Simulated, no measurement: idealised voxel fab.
The process module that follows is named voxel self aligned contacts.
The cross-section on display is named cut; it measures 155 nm wide, and its cells are 5 nm squares.
A cross-section in this document is a grid of square cells, and it is written down as bands, the top band listed before the ones below it; a band is made up of one or more rows of cells.
This entry defines a band. It first specifies the height of the band's top and the height of its bottom in nm, and then specifies the band's materials from left to right, stating each material with its width in nm. The word "full width" identifies a single material that fills the band from edge to edge, while the word "empty" identifies empty space.
Below 0: as-received wafer, all one material; heights counted from there. Lowest band: no bottom, goes on down, written "0 and below".
A two-number width, for instance "30..40", indicates that the width is equal to the first number in the top row of the band and to the second number in the bottom row, and that it changes by a constant amount per row of cells.
Given "no modifications" for a step, no cell of the cross-section differs between before and after that step.
The entry "Closed void catalog" lists the empty spaces that cover at least 8 cells and have no open path to the top. Each is written as width x height at distance, where the distance is measured from the left edge and all three values are in nm.
What comes after the settings on a step's line is commentary from the simulator itself on that step.
"overlay nm" answers the question of how far to the right of plan the mask lay on a step that has a mask, and when it is negative the answer is to the left.

Intended process steps
step 1: RECEIVE [material Si]
step 2: OXIDIZE [depth nm 5]
step 3: DIRECTIONAL_DEP [material polySi] [thk nm 30]
step 4: DIRECTIONAL_DEP [material SiN] [thk nm 15]
step 5: PATTERN [tone cover] [mask id GATE] [material resist] [width nm 25] [pitch nm 50] [thk nm 15] [overlay nm 0]
step 6: DIRECTIONAL_ETCH [etch materials SiN] [depth nm 15]
step 7: DIRECTIONAL_ETCH [etch materials polySi] [depth nm 30]
step 8: STRIP [etch materials resist]
step 9: CONFORMAL_DEP [material SiN] [thk nm 5]
step 10: DIRECTIONAL_ETCH [etch materials SiN] [depth nm 5]
step 11: FILL_DEP [material SiO2] [thk nm 15]
step 12: CMP [height nm 50]
step 13: PATTERN [tone open] [mask id CONTACT] [material resist] [width nm 35] [thk nm 20] [overlay nm 0]
step 14: DIRECTIONAL_ETCH [etch materials SiO2] [depth nm 55]
step 15: STRIP [etch materials resist]
step 16: CONFORMAL_DEP [material TiN] [thk nm 5]
step 17: FILL_DEP [material Ru] [thk nm 10]
step 18: CMP [height nm 50]
step 19: CONFORMAL_DEP [material SiCN] [thk nm 5]

Incoming wafer in cross-section (state: after step 1)
0 and below: Si full width
Closed void catalog: none

Cross-sectional result after module completion. Note: starting condition and plan are unchanged from above; one processing mistake was made
55 down to 50: SiCN full width
50 down to 45: 30 nm Ru / 30 nm TiN / 35 nm SiO2 / 30 nm TiN / 30 nm Ru
45 down to 30: 30 nm Ru / 5 nm TiN / 35 nm SiN / 15 nm SiO2 / 35 nm SiN / 5 nm TiN / 30 nm Ru
30 down to 0: 30 nm Ru / 5 nm TiN / 5 nm SiN / 25 nm polySi / 5 nm SiN / 15 nm SiO2 / 5 nm SiN / 25 nm polySi / 5 nm SiN / 5 nm TiN / 30 nm Ru
0 down to -5: 35 nm TiN / 85 nm SiO2 / 35 nm TiN
-5 and below: Si full width
Closed void catalog: none
What was done differently from what was planned? rather than as planned, step 13 actually ran as PATTERN [tone cover] [mask id CONTACT] [material resist] [width nm 35] [thk nm 20] [overlay nm 0]
